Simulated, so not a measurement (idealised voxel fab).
Presented below is a process module, voxel trench capacitor.
The width of the displayed cross-section, cut, is 285 nm; its cells are square, with a size of 5 nm.
Cross-sections here: square-cell grids, written as top-down lists of bands, a band being one or more rows of cells.
Band: top height; bottom height; in nm. Then, left to right: material with width in nm, for each material. "all across": a single material spanning edge to edge. "air": empty space.
Height 0 is the level under which the wafer as received is all one material. The lowest band goes on downwards, as in "z 0 and below".
A width such as "30->40" changes by the same amount from each row of cells to the next, from the band's top row to its bottom row.
Basically "remained the same" means that step didn't change any cell in the cross-section.
The entry titled "Enclosed void list" provides the empty spaces that have no open way to the top, restricted to those of 8 cells or more. Each is presented as width x height at distance, the distance being measured from the left edge, with all three in nm.
On a step's line, text after the settings is the simulator commenting on that step.
A step's line can hold "overlay nm"; with a mask on that step, the setting says how far right of the planned place the mask lay, while a negative setting says it lay to the left.
# List of planned process steps
1 RECEIVE,material Si
2 CONFORMAL_DEP,material SiN,thk nm 10
3 MASKED_ETCH,tone open,mask id TRENCH,width nm 15,pitch nm 35,etch materials SiN,depth nm 10,overlay nm 0
4 MASKED_ETCH,tone open,mask id TRENCH,width nm 15,pitch nm 35,etch materials Si,depth nm 25,overlay nm 0
5 CONFORMAL_DEP,material Al2O3,thk nm 5
6 FILL_DEP,material polySi,thk nm 10
7 CMP,height nm 10
# Incoming wafer, cross-sectional view, post step 1
* z 0 and below | Si all across
* Enclosed void list: none
# Starting structure and process plan are as shown above, but one mistake was made in running the module; the wafer cross-section at the end of the module follows
* z 10 to 5 | SiN: 115 | Al2O3: 5 | polySi: 5 | Al2O3: 5 | SiN: 20 | Al2O3: 5 | polySi: 5 | Al2O3: 5 | SiN: 120
* z 5 to 0 | SiN: 115 | Al2O3: 15 | SiN: 20 | Al2O3: 15 | SiN: 120
* z 0 to -25 | Si: 120 | Al2O3: 10 | Si: 25 | Al2O3: 10 | Si: 120
* z -25 and below | Si all across
* Enclosed void list: none
What was the processing mistake? step 4 ran with different settings than intended, the actual operation and settings being MASKED_ETCH,tone open,mask id TRENCH,width nm 15,pitch nm 35,etch materials Si,depth nm 25,overlay nm 5
